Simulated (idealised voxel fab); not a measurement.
process module | voxel transistor to metal
cross-section cut | 185 nm wide | cells 5 nm
A cross-section is a grid of square cells, given in bands from the top down. A band is one or more rows of cells.
Each band's line starts with the height of the band's top and of its bottom, in nm. Then come its materials from left to right, each with its width in nm. One material with "throughout" fills the band from edge to edge. "air" is empty space.
Height 0 is the level under which the wafer as received is all one material. The lowest band goes on downwards, as in "0 down".
A width such as "30 to 40" changes by the same amount from each row of cells to the next, from the band's top row to its bottom row.
"no change" after a step means that no cell of the cross-section changed.
closed voids: empty space of 8 cells or more with no open way to the top, each as width x height at its distance from the left edge, in nm
after a step's settings: what the simulator itself notes on the step
overlay nm, on a step with a mask: how far to the right of its planned place the mask lay; to the left if negative
plan
1 op RECEIVE | material Si
2 op CONFORMAL_DEP | material SiO2 | thk nm 5
3 op CONFORMAL_DEP | material SiN | thk nm 10
4 op MASKED_ETCH | tone cover | mask id ACTIVE | width nm 110 | etch materials SiN | depth nm 10 | overlay nm 0
5 op MASKED_ETCH | tone cover | mask id ACTIVE | width nm 110 | etch materials SiO2 | depth nm 5 | overlay nm 0
6 op MASKED_ETCH | tone cover | mask id ACTIVE | width nm 110 | etch materials Si | depth nm 35 | overlay nm 0
7 op OXIDIZE | depth nm 5
8 op FILL_DEP | material SiO2 | thk nm 10
9 op CMP | height nm 15
10 op SELECTIVE_ETCH | etch materials SiO2 | depth nm 10
11 op STRIP | etch materials SiN
12 op SELECTIVE_ETCH | etch materials SiO2 | depth nm 5
13 op OXIDIZE | depth nm 5
14 op DIRECTIONAL_DEP | material polySi | thk nm 30
15 op DIRECTIONAL_DEP | material SiCN | thk nm 10
16 op MASKED_ETCH | tone cover | mask id GATE | width nm 30 | etch materials SiCN | depth nm 20 | overlay nm 0
17 op MASKED_ETCH | tone cover | mask id GATE | width nm 30 | etch materials polySi | depth nm 40 | overlay nm 0
18 op CONFORMAL_DEP | material SiN | thk nm 10
19 op DIRECTIONAL_ETCH | etch materials SiN | depth nm 10
20 op DIRECTIONAL_ETCH | etch materials SiO2 | depth nm 5
21 op DIRECTIONAL_ETCH | etch materials Si | depth nm 10
22 op EPI | material pSi | thk nm 10
23 op FILL_DEP | material SiO2 | thk nm 5
24 op CMP | height nm 30
25 op STRIP | etch materials polySi
26 op SELECTIVE_ETCH | etch materials SiO2 | depth nm 5
27 op CONFORMAL_DEP | material HfO2 | thk nm 5
28 op CONFORMAL_DEP | material TiN | thk nm 5
29 op FILL_DEP | material W | thk nm 5
30 op CMP | height nm 25
31 op DIRECTIONAL_DEP | material SiO2 | thk nm 10
32 op MASKED_ETCH | tone open | mask id CONTACT | width nm 20 | pitch nm 80 | etch materials SiO2 | depth nm 40 | overlay nm 0
33 op CONFORMAL_DEP | material TiN | thk nm 5
34 op FILL_DEP | material Ru | thk nm 5
35 op CMP | height nm 35
36 op DIRECTIONAL_DEP | material TiN | thk nm 5
37 op DIRECTIONAL_DEP | material Ru | thk nm 15
38 op PATTERN | tone cover | mask id METAL_1 | material resist | width nm 20 | pitch nm 80 | thk nm 15 | overlay nm 0
39 op DIRECTIONAL_ETCH | etch materials Ru | depth nm 15
40 op DIRECTIONAL_ETCH | etch materials TiN | depth nm 5
41 op STRIP | etch materials resist
42 op CONFORMAL_DEP | material SiCN | thk nm 5
43 op FILL_DEP | material lowk | thk nm 10
44 op CMP | height nm 55
45 op CONFORMAL_DEP | material SiCN | thk nm 5
46 op DIRECTIONAL_DEP | material SiO2 | thk nm 25
47 op DIRECTIONAL_DEP | material aC | thk nm 15
48 op PATTERN | tone open | mask id METAL_2_HOLES | material resist | width nm 15 | pitch nm 80 | thk nm 30 | overlay nm 0
49 op DIRECTIONAL_ETCH | etch materials aC | depth nm 15
50 op STRIP | etch materials resist
51 op DIRECTIONAL_ETCH | etch materials SiO2 | depth nm 25
52 op STRIP | etch materials aC
53 op DIRECTIONAL_DEP | material aC | thk nm 10
54 op PATTERN | tone open | mask id METAL_2 | material resist | width nm 20 | pitch nm 80 | thk nm 30 | overlay nm 0
55 op DIRECTIONAL_ETCH | etch materials aC | depth nm 10
56 op STRIP | etch materials resist
57 op DIRECTIONAL_ETCH | etch materials SiO2 | depth nm 15
58 op DIRECTIONAL_ETCH | etch materials SiCN | depth nm 5
59 op STRIP | etch materials aC
60 op CONFORMAL_DEP | material TiN | thk nm 5
61 op FILL_DEP | material Cu | thk nm 5
62 op CMP | height nm 85
63 op CONFORMAL_DEP | material SiN | thk nm 5
first wafer, as planned
as received, after step 1
  0 down: Si throughout
  closed voids: none
after step 2
  5 to 0: SiO2 throughout
  below 0: unchanged
after step 3
  15 to 5: SiN throughout
  below 5: unchanged
after step 4
  15 to 5: air 35 | SiN 110 | air 40
  below 5: unchanged
after step 5
  15 to 5: air 35 | SiN 110 | air 40
  5 to 0: air 35 | SiO2 110 | air 40
  below 0: unchanged
after step 6
  15 to 5: air 35 | SiN 110 | air 40
  5 to 0: air 35 | SiO2 110 | air 40
  0 to -35: air 35 | Si 110 | air 40
  below -35: unchanged
after step 7
  15 to 5: air 35 | SiN 110 | air 40
  5 to 0: air 35 | SiO2 110 | air 40
  0 to -35: air 35 | SiO2 5 | Si 100 | SiO2 5 | air 40
  -35 to -40: SiO2 40 | Si 100 | SiO2 45
  below -40: unchanged
after step 8
  25 to 15: SiO2 throughout
  15 to 5: SiO2 35 | SiN 110 | SiO2 40
  5 to 0: SiO2 throughout
  0 to -40: SiO2 40 | Si 100 | SiO2 45
  below -40: unchanged
after step 9
  15 to 5: SiO2 35 | SiN 110 | SiO2 40
  below 5: unchanged
after step 10
  15 to 5: air 35 | SiN 110 | air 40
  below 5: unchanged
after step 11
  5 to 0: SiO2 throughout
  below 0: unchanged
after step 12
  0 to -40: SiO2 40 | Si 100 | SiO2 45
  below -40: unchanged
after step 13
  0 to -5: SiO2 throughout
  below -5: unchanged
after step 14
  30 to 0: polySi throughout
  below 0: unchanged
after step 15
  40 to 30: SiCN throughout
  below 30: unchanged
after step 16
  40 to 30: air 75 | SiCN 30 | air 80
  below 30: unchanged
after step 17
  40 to 30: air 75 | SiCN 30 | air 80
  30 to 0: air 75 | polySi 30 | air 80
  below 0: unchanged
after step 18
  50 to 40: air 65 | SiN 50 | air 70
  40 to 30: air 65 | SiN 10 | SiCN 30 | SiN 10 | air 70
  30 to 10: air 65 | SiN 10 | polySi 30 | SiN 10 | air 70
  10 to 0: SiN 75 | polySi 30 | SiN 80
  below 0: unchanged
after step 19
  40 to 30: air 65 | SiN 10 | SiCN 30 | SiN 10 | air 70
  30 to 0: air 65 | SiN 10 | polySi 30 | SiN 10 | air 70
  below 0: unchanged
after step 20
  40 to 30: air 65 | SiN 10 | SiCN 30 | SiN 10 | air 70
  30 to 0: air 65 | SiN 10 | polySi 30 | SiN 10 | air 70
  0 to -5: air 65 | SiO2 50 | air 70
  below -5: unchanged
after step 21
  40 to 30: air 65 | SiN 10 | SiCN 30 | SiN 10 | air 70
  30 to 0: air 65 | SiN 10 | polySi 30 | SiN 10 | air 70
  0 to -5: air 65 | SiO2 50 | air 70
  -5 to -15: SiO2 40 | air 25 | Si 50 | air 25 | SiO2 45
  below -15: unchanged
after step 22
  40 to 30: air 65 | SiN 10 | SiCN 30 | SiN 10 | air 70
  30 to 5: air 65 | SiN 10 | polySi 30 | SiN 10 | air 70
  5 to 0: air 55 | pSi 10 | SiN 10 | polySi 30 | SiN 10 | pSi 10 | air 60
  0 to -5: air 55 | pSi 10 | SiO2 50 | pSi 10 | air 60
  -5 to -15: SiO2 40 | pSi 25 | Si 50 | pSi 25 | SiO2 45
  below -15: unchanged
after step 23
  45 to 40: SiO2 throughout
  40 to 30: SiO2 65 | SiN 10 | SiCN 30 | SiN 10 | SiO2 70
  30 to 5: SiO2 65 | SiN 10 | polySi 30 | SiN 10 | SiO2 70
  5 to 0: SiO2 55 | pSi 10 | SiN 10 | polySi 30 | SiN 10 | pSi 10 | SiO2 60
  0 to -5: SiO2 55 | pSi 10 | SiO2 50 | pSi 10 | SiO2 60
  below -5: unchanged
after step 24
  30 to 5: SiO2 65 | SiN 10 | polySi 30 | SiN 10 | SiO2 70
  below 5: unchanged
after step 25
  30 to 5: SiO2 65 | SiN 10 | air 30 | SiN 10 | SiO2 70
  5 to 0: SiO2 55 | pSi 10 | SiN 10 | air 30 | SiN 10 | pSi 10 | SiO2 60
  below 0: unchanged
after step 26
  30 to 25: air 65 | SiN 10 | air 30 | SiN 10 | air 70
  25 to 5: SiO2 65 | SiN 10 | air 30 | SiN 10 | SiO2 70
  5 to 0: SiO2 55 | pSi 10 | SiN 10 | air 30 | SiN 10 | pSi 10 | SiO2 60
  0 to -5: SiO2 55 | pSi 10 | SiO2 5 | air 40 | SiO2 5 | pSi 10 | SiO2 60
  below -5: unchanged
after step 27
  35 to 30: air 60 | HfO2 20 | air 20 | HfO2 20 | air 65
  30 to 25: HfO2 65 | SiN 10 | HfO2 5 | air 20 | HfO2 5 | SiN 10 | HfO2 70
  25 to 5: SiO2 65 | SiN 10 | HfO2 5 | air 20 | HfO2 5 | SiN 10 | SiO2 70
  5 to 0: SiO2 55 | pSi 10 | SiN 10 | HfO2 5 | air 20 | HfO2 5 | SiN 10 | pSi 10 | SiO2 60
  0 to -5: SiO2 55 | pSi 10 | SiO2 5 | HfO2 40 | SiO2 5 | pSi 10 | SiO2 60
  below -5: unchanged
after step 28
  40 to 35: air 55 | TiN 30 | air 10 | TiN 30 | air 60
  35 to 30: TiN 60 | HfO2 20 | TiN 5 | air 10 | TiN 5 | HfO2 20 | TiN 65
  30 to 25: HfO2 65 | SiN 10 | HfO2 5 | TiN 5 | air 10 | TiN 5 | HfO2 5 | SiN 10 | HfO2 70
  25 to 5: SiO2 65 | SiN 10 | HfO2 5 | TiN 5 | air 10 | TiN 5 | HfO2 5 | SiN 10 | SiO2 70
  5 to 0: SiO2 55 | pSi 10 | SiN 10 | HfO2 5 | TiN 20 | HfO2 5 | SiN 10 | pSi 10 | SiO2 60
  below 0: unchanged
after step 29
  45 to 40: W throughout
  40 to 35: W 55 | TiN 30 | W 10 | TiN 30 | W 60
  35 to 30: TiN 60 | HfO2 20 | TiN 5 | W 10 | TiN 5 | HfO2 20 | TiN 65
  30 to 25: HfO2 65 | SiN 10 | HfO2 5 | TiN 5 | W 10 | TiN 5 | HfO2 5 | SiN 10 | HfO2 70
  25 to 5: SiO2 65 | SiN 10 | HfO2 5 | TiN 5 | W 10 | TiN 5 | HfO2 5 | SiN 10 | SiO2 70
  below 5: unchanged
after step 30
  25 to 5: SiO2 65 | SiN 10 | HfO2 5 | TiN 5 | W 10 | TiN 5 | HfO2 5 | SiN 10 | SiO2 70
  below 5: unchanged
after step 31
  35 to 25: SiO2 throughout
  below 25: unchanged
after step 32
  35 to 25: SiO2 40 | air 20 | SiO2 60 | air 20 | SiO2 45
  25 to 5: SiO2 40 | air 20 | SiO2 5 | SiN 10 | HfO2 5 | TiN 5 | W 10 | TiN 5 | HfO2 5 | SiN 10 | SiO2 5 | air 20 | SiO2 45
  5 to 0: SiO2 40 | air 15 | pSi 10 | SiN 10 | HfO2 5 | TiN 20 | HfO2 5 | SiN 10 | pSi 10 | air 15 | SiO2 45
  0 to -5: SiO2 40 | air 15 | pSi 10 | SiO2 5 | HfO2 40 | SiO2 5 | pSi 10 | air 15 | SiO2 45
  below -5: unchanged
after step 33
  40 to 35: TiN 45 | air 10 | TiN 70 | air 10 | TiN 50
  35 to 25: SiO2 40 | TiN 5 | air 10 | TiN 5 | SiO2 60 | TiN 5 | air 10 | TiN 5 | SiO2 45
  25 to 10: SiO2 40 | TiN 5 | air 10 | TiN 5 | SiO2 5 | SiN 10 | HfO2 5 | TiN 5 | W 10 | TiN 5 | HfO2 5 | SiN 10 | SiO2 5 | TiN 5 | air 10 | TiN 5 | SiO2 45
  10 to 5: SiO2 40 | TiN 5 | air 5 | TiN 10 | SiO2 5 | SiN 10 | HfO2 5 | TiN 5 | W 10 | TiN 5 | HfO2 5 | SiN 10 | SiO2 5 | TiN 10 | air 5 | TiN 5 | SiO2 45
  5 to 0: SiO2 40 | TiN 5 | air 5 | TiN 5 | pSi 10 | SiN 10 | HfO2 5 | TiN 20 | HfO2 5 | SiN 10 | pSi 10 | TiN 5 | air 5 | TiN 5 | SiO2 45
  0 to -5: SiO2 40 | TiN 15 | pSi 10 | SiO2 5 | HfO2 40 | SiO2 5 | pSi 10 | TiN 15 | SiO2 45
  below -5: unchanged
after step 34
  45 to 40: Ru throughout
  40 to 35: TiN 45 | Ru 10 | TiN 70 | Ru 10 | TiN 50
  35 to 25: SiO2 40 | TiN 5 | Ru 10 | TiN 5 | SiO2 60 | TiN 5 | Ru 10 | TiN 5 | SiO2 45
  25 to 10: SiO2 40 | TiN 5 | Ru 10 | TiN 5 | SiO2 5 | SiN 10 | HfO2 5 | TiN 5 | W 10 | TiN 5 | HfO2 5 | SiN 10 | SiO2 5 | TiN 5 | Ru 10 | TiN 5 | SiO2 45
  10 to 5: SiO2 40 | TiN 5 | Ru 5 | TiN 10 | SiO2 5 | SiN 10 | HfO2 5 | TiN 5 | W 10 | TiN 5 | HfO2 5 | SiN 10 | SiO2 5 | TiN 10 | Ru 5 | TiN 5 | SiO2 45
  5 to 0: SiO2 40 | TiN 5 | Ru 5 | TiN 5 | pSi 10 | SiN 10 | HfO2 5 | TiN 20 | HfO2 5 | SiN 10 | pSi 10 | TiN 5 | Ru 5 | TiN 5 | SiO2 45
  below 0: unchanged
after step 35
  35 to 25: SiO2 40 | TiN 5 | Ru 10 | TiN 5 | SiO2 60 | TiN 5 | Ru 10 | TiN 5 | SiO2 45
  below 25: unchanged
after step 36
  40 to 35: TiN throughout
  below 35: unchanged
after step 37
  55 to 40: Ru throughout
  below 40: unchanged
after step 38
  70 to 55: air 40 | resist 20 | air 60 | resist 20 | air 45
  below 55: unchanged
after step 39
  70 to 55: air 40 | resist 20 | air 60 | resist 20 | air 45
  55 to 40: air 40 | Ru 20 | air 60 | Ru 20 | air 45
  below 40: unchanged
after step 40
  70 to 55: air 40 | resist 20 | air 60 | resist 20 | air 45
  55 to 40: air 40 | Ru 20 | air 60 | Ru 20 | air 45
  40 to 35: air 40 | TiN 20 | air 60 | TiN 20 | air 45
  below 35: unchanged
after step 41
  55 to 40: air 40 | Ru 20 | air 60 | Ru 20 | air 45
  below 40: unchanged
after step 42
  60 to 55: air 35 | SiCN 30 | air 50 | SiCN 30 | air 40
  55 to 40: air 35 | SiCN 5 | Ru 20 | SiCN 5 | air 50 | SiCN 5 | Ru 20 | SiCN 5 | air 40
  40 to 35: SiCN 40 | TiN 20 | SiCN 60 | TiN 20 | SiCN 45
  below 35: unchanged
after step 43
  70 to 60: lowk throughout
  60 to 55: lowk 35 | SiCN 30 | lowk 50 | SiCN 30 | lowk 40
  55 to 40: lowk 35 | SiCN 5 | Ru 20 | SiCN 5 | lowk 50 | SiCN 5 | Ru 20 | SiCN 5 | lowk 40
  below 40: unchanged
after step 44
  55 to 40: lowk 35 | SiCN 5 | Ru 20 | SiCN 5 | lowk 50 | SiCN 5 | Ru 20 | SiCN 5 | lowk 40
  below 40: unchanged
after step 45
  60 to 55: SiCN throughout
  below 55: unchanged
after step 46
  85 to 60: SiO2 throughout
  below 60: unchanged
after step 47
  100 to 85: aC throughout
  below 85: unchanged
after step 48
  130 to 100: resist 40 | air 15 | resist 65 | air 15 | resist 50
  below 100: unchanged
after step 49
  115 to 100: resist 40 | air 15 | resist 65 | air 15 | resist 50
  100 to 85: aC 40 | air 15 | aC 65 | air 15 | aC 50
  below 85: unchanged
after step 50
  100 to 85: aC 40 | air 15 | aC 65 | air 15 | aC 50
  below 85: unchanged
after step 51
  100 to 85: aC 40 | air 15 | aC 65 | air 15 | aC 50
  85 to 60: SiO2 40 | air 15 | SiO2 65 | air 15 | SiO2 50
  below 60: unchanged
after step 52
  85 to 60: SiO2 40 | air 15 | SiO2 65 | air 15 | SiO2 50
  below 60: unchanged
after step 53
  95 to 85: aC 40 | air 15 | aC 65 | air 15 | aC 50
  85 to 70: SiO2 40 | air 15 | SiO2 65 | air 15 | SiO2 50
  70 to 60: SiO2 40 | aC 15 | SiO2 65 | aC 15 | SiO2 50
  below 60: unchanged
after step 54
  125 to 95: resist 40 | air 20 | resist 60 | air 20 | resist 45
  below 95: unchanged
after step 55
  115 to 95: resist 40 | air 20 | resist 60 | air 20 | resist 45
  95 to 85: aC 40 | air 20 | aC 60 | air 20 | aC 45
  85 to 60: SiO2 40 | air 15 | SiO2 65 | air 15 | SiO2 50
  below 60: unchanged
after step 56
  95 to 85: aC 40 | air 20 | aC 60 | air 20 | aC 45
  below 85: unchanged
after step 57
  95 to 85: aC 40 | air 20 | aC 60 | air 20 | aC 45
  85 to 70: SiO2 40 | air 20 | SiO2 60 | air 20 | SiO2 45
  below 70: unchanged
after step 58
  95 to 85: aC 40 | air 20 | aC 60 | air 20 | aC 45
  85 to 70: SiO2 40 | air 20 | SiO2 60 | air 20 | SiO2 45
  70 to 60: SiO2 40 | air 15 | SiO2 65 | air 15 | SiO2 50
  60 to 55: SiCN 40 | air 15 | SiCN 65 | air 15 | SiCN 50
  below 55: unchanged
after step 59
  85 to 70: SiO2 40 | air 20 | SiO2 60 | air 20 | SiO2 45
  below 70: unchanged
after step 60
  90 to 85: TiN 45 | air 10 | TiN 70 | air 10 | TiN 50
  85 to 75: SiO2 40 | TiN 5 | air 10 | TiN 5 | SiO2 60 | TiN 5 | air 10 | TiN 5 | SiO2 45
  75 to 70: SiO2 40 | TiN 5 | air 5 | TiN 10 | SiO2 60 | TiN 5 | air 5 | TiN 10 | SiO2 45
  70 to 60: SiO2 40 | TiN 5 | air 5 | TiN 5 | SiO2 65 | TiN 5 | air 5 | TiN 5 | SiO2 50
  60 to 55: SiCN 40 | TiN 15 | SiCN 65 | TiN 15 | SiCN 50
  below 55: unchanged
after step 61
  95 to 90: Cu throughout
  90 to 85: TiN 45 | Cu 10 | TiN 70 | Cu 10 | TiN 50
  85 to 75: SiO2 40 | TiN 5 | Cu 10 | TiN 5 | SiO2 60 | TiN 5 | Cu 10 | TiN 5 | SiO2 45
  75 to 70: SiO2 40 | TiN 5 | Cu 5 | TiN 10 | SiO2 60 | TiN 5 | Cu 5 | TiN 10 | SiO2 45
  70 to 60: SiO2 40 | TiN 5 | Cu 5 | TiN 5 | SiO2 65 | TiN 5 | Cu 5 | TiN 5 | SiO2 50
  below 60: unchanged
after step 62
  85 to 75: SiO2 40 | TiN 5 | Cu 10 | TiN 5 | SiO2 60 | TiN 5 | Cu 10 | TiN 5 | SiO2 45
  below 75: unchanged
after step 63
  90 to 85: SiN throughout
  below 85: unchanged
second wafer: like start, like plan, one mistake. Through step 31 it matches the first wafer
when step 32 should have ended
  35 to 25: SiO2 50 | air 20 | SiO2 60 | air 20 | SiO2 35
  25 to 5: SiO2 50 | air 15 | SiN 10 | HfO2 5 | TiN 5 | W 10 | TiN 5 | HfO2 5 | SiN 10 | SiO2 15 | air 20 | SiO2 35
  5 to 0: SiO2 50 | air 5 | pSi 10 | SiN 10 | HfO2 5 | TiN 20 | HfO2 5 | SiN 10 | pSi 10 | SiO2 5 | air 20 | SiO2 35
  0 to -5: SiO2 50 | air 5 | pSi 10 | SiO2 5 | HfO2 40 | SiO2 5 | pSi 10 | SiO2 5 | air 20 | SiO2 35
  below -5: unchanged
when step 33 should have ended
  40 to 35: TiN 55 | air 10 | TiN 70 | air 10 | TiN 40
  35 to 25: SiO2 50 | TiN 5 | air 10 to 5 | TiN 5 to 10 | SiO2 60 | TiN 5 | air 10 | TiN 5 | SiO2 35
  25 to 10: SiO2 50 | TiN 5 | air 5 | TiN 5 | SiN 10 | HfO2 5 | TiN 5 | W 10 | TiN 5 | HfO2 5 | SiN 10 | SiO2 15 | TiN 5 | air 10 | TiN 5 | SiO2 35
  10 to 5: SiO2 50 | TiN 15 | SiN 10 | HfO2 5 | TiN 5 | W 10 | TiN 5 | HfO2 5 | SiN 10 | SiO2 15 | TiN 5 | air 10 | TiN 5 | SiO2 35
  5 to 0: SiO2 50 | TiN 5 | pSi 10 | SiN 10 | HfO2 5 | TiN 20 | HfO2 5 | SiN 10 | pSi 10 | SiO2 5 | TiN 5 | air 10 | TiN 5 | SiO2 35
  0 to -5: SiO2 50 | TiN 5 | pSi 10 | SiO2 5 | HfO2 40 | SiO2 5 | pSi 10 | SiO2 5 | TiN 20 | SiO2 35
  below -5: unchanged
when step 34 should have ended
  45 to 40: Ru throughout
  40 to 35: TiN 55 | Ru 10 | TiN 70 | Ru 10 | TiN 40
  35 to 25: SiO2 50 | TiN 5 | Ru 10 to 5 | TiN 5 to 10 | SiO2 60 | TiN 5 | Ru 10 | TiN 5 | SiO2 35
  25 to 10: SiO2 50 | TiN 5 | Ru 5 | TiN 5 | SiN 10 | HfO2 5 | TiN 5 | W 10 | TiN 5 | HfO2 5 | SiN 10 | SiO2 15 | TiN 5 | Ru 10 | TiN 5 | SiO2 35
  10 to 5: SiO2 50 | TiN 15 | SiN 10 | HfO2 5 | TiN 5 | W 10 | TiN 5 | HfO2 5 | SiN 10 | SiO2 15 | TiN 5 | Ru 10 | TiN 5 | SiO2 35
  5 to 0: SiO2 50 | TiN 5 | pSi 10 | SiN 10 | HfO2 5 | TiN 20 | HfO2 5 | SiN 10 | pSi 10 | SiO2 5 | TiN 5 | Ru 10 | TiN 5 | SiO2 35
  below 0: unchanged
when step 35 should have ended
  35 to 25: SiO2 50 | TiN 5 | Ru 10 to 5 | TiN 5 to 10 | SiO2 60 | TiN 5 | Ru 10 | TiN 5 | SiO2 35
  below 25: unchanged
when step 36 should have ended
  40 to 35: TiN throughout
  below 35: unchanged
when step 37 should have ended
  55 to 40: Ru throughout
  below 40: unchanged
when step 38 should have ended
  70 to 55: air 40 | resist 20 | air 60 | resist 20 | air 45
  below 55: unchanged
when step 39 should have ended
  70 to 55: air 40 | resist 20 | air 60 | resist 20 | air 45
  55 to 40: air 40 | Ru 20 | air 60 | Ru 20 | air 45
  below 40: unchanged
when step 40 should have ended
  70 to 55: air 40 | resist 20 | air 60 | resist 20 | air 45
  55 to 40: air 40 | Ru 20 | air 60 | Ru 20 | air 45
  40 to 35: air 40 | TiN 20 | air 60 | TiN 20 | air 45
  below 35: unchanged
when step 41 should have ended
  55 to 40: air 40 | Ru 20 | air 60 | Ru 20 | air 45
  below 40: unchanged
when step 42 should have ended
  60 to 55: air 35 | SiCN 30 | air 50 | SiCN 30 | air 40
  55 to 40: air 35 | SiCN 5 | Ru 20 | SiCN 5 | air 50 | SiCN 5 | Ru 20 | SiCN 5 | air 40
  40 to 35: SiCN 40 | TiN 20 | SiCN 60 | TiN 20 | SiCN 45
  below 35: unchanged
when step 43 should have ended
  70 to 60: lowk throughout
  60 to 55: lowk 35 | SiCN 30 | lowk 50 | SiCN 30 | lowk 40
  55 to 40: lowk 35 | SiCN 5 | Ru 20 | SiCN 5 | lowk 50 | SiCN 5 | Ru 20 | SiCN 5 | lowk 40
  below 40: unchanged
when step 44 should have ended
  55 to 40: lowk 35 | SiCN 5 | Ru 20 | SiCN 5 | lowk 50 | SiCN 5 | Ru 20 | SiCN 5 | lowk 40
  below 40: unchanged
when step 45 should have ended
  60 to 55: SiCN throughout
  below 55: unchanged
when step 46 should have ended
  85 to 60: SiO2 throughout
  below 60: unchanged
when step 47 should have ended
  100 to 85: aC throughout
  below 85: unchanged
when step 48 should have ended
  130 to 100: resist 40 | air 15 | resist 65 | air 15 | resist 50
  below 100: unchanged
when step 49 should have ended
  115 to 100: resist 40 | air 15 | resist 65 | air 15 | resist 50
  100 to 85: aC 40 | air 15 | aC 65 | air 15 | aC 50
  below 85: unchanged
when step 50 should have ended
  100 to 85: aC 40 | air 15 | aC 65 | air 15 | aC 50
  below 85: unchanged
when step 51 should have ended
  100 to 85: aC 40 | air 15 | aC 65 | air 15 | aC 50
  85 to 60: SiO2 40 | air 15 | SiO2 65 | air 15 | SiO2 50
  below 60: unchanged
when step 52 should have ended
  85 to 60: SiO2 40 | air 15 | SiO2 65 | air 15 | SiO2 50
  below 60: unchanged
when step 53 should have ended
  95 to 85: aC 40 | air 15 | aC 65 | air 15 | aC 50
  85 to 70: SiO2 40 | air 15 | SiO2 65 | air 15 | SiO2 50
  70 to 60: SiO2 40 | aC 15 | SiO2 65 | aC 15 | SiO2 50
  below 60: unchanged
when step 54 should have ended
  125 to 95: resist 40 | air 20 | resist 60 | air 20 | resist 45
  below 95: unchanged
when step 55 should have ended
  115 to 95: resist 40 | air 20 | resist 60 | air 20 | resist 45
  95 to 85: aC 40 | air 20 | aC 60 | air 20 | aC 45
  85 to 60: SiO2 40 | air 15 | SiO2 65 | air 15 | SiO2 50
  below 60: unchanged
when step 56 should have ended
  95 to 85: aC 40 | air 20 | aC 60 | air 20 | aC 45
  below 85: unchanged
when step 57 should have ended
  95 to 85: aC 40 | air 20 | aC 60 | air 20 | aC 45
  85 to 70: SiO2 40 | air 20 | SiO2 60 | air 20 | SiO2 45
  below 70: unchanged
when step 58 should have ended
  95 to 85: aC 40 | air 20 | aC 60 | air 20 | aC 45
  85 to 70: SiO2 40 | air 20 | SiO2 60 | air 20 | SiO2 45
  70 to 60: SiO2 40 | air 15 | SiO2 65 | air 15 | SiO2 50
  60 to 55: SiCN 40 | air 15 | SiCN 65 | air 15 | SiCN 50
  below 55: unchanged
when step 59 should have ended
  85 to 70: SiO2 40 | air 20 | SiO2 60 | air 20 | SiO2 45
  below 70: unchanged
when step 60 should have ended
  90 to 85: TiN 45 | air 10 | TiN 70 | air 10 | TiN 50
  85 to 75: SiO2 40 | TiN 5 | air 10 | TiN 5 | SiO2 60 | TiN 5 | air 10 | TiN 5 | SiO2 45
  75 to 70: SiO2 40 | TiN 5 | air 5 | TiN 10 | SiO2 60 | TiN 5 | air 5 | TiN 10 | SiO2 45
  70 to 60: SiO2 40 | TiN 5 | air 5 | TiN 5 | SiO2 65 | TiN 5 | air 5 | TiN 5 | SiO2 50
  60 to 55: SiCN 40 | TiN 15 | SiCN 65 | TiN 15 | SiCN 50
  below 55: unchanged
when step 61 should have ended
  95 to 90: Cu throughout
  90 to 85: TiN 45 | Cu 10 | TiN 70 | Cu 10 | TiN 50
  85 to 75: SiO2 40 | TiN 5 | Cu 10 | TiN 5 | SiO2 60 | TiN 5 | Cu 10 | TiN 5 | SiO2 45
  75 to 70: SiO2 40 | TiN 5 | Cu 5 | TiN 10 | SiO2 60 | TiN 5 | Cu 5 | TiN 10 | SiO2 45
  70 to 60: SiO2 40 | TiN 5 | Cu 5 | TiN 5 | SiO2 65 | TiN 5 | Cu 5 | TiN 5 | SiO2 50
  below 60: unchanged
when step 62 should have ended
  85 to 75: SiO2 40 | TiN 5 | Cu 10 | TiN 5 | SiO2 60 | TiN 5 | Cu 10 | TiN 5 | SiO2 45
  below 75: unchanged
when step 63 should have ended
  90 to 85: SiN throughout
  below 85: unchanged
what went wrong: step 32 ran as: op MASKED_ETCH | tone open | mask id CONTACT | width nm 20 | pitch nm 80 | etch materials SiO2 | depth nm 40 | overlay nm 10
at the end the second wafer has, in cells: 4 fewer of Ru | 6 more of SiO2 | 2 fewer of TiN
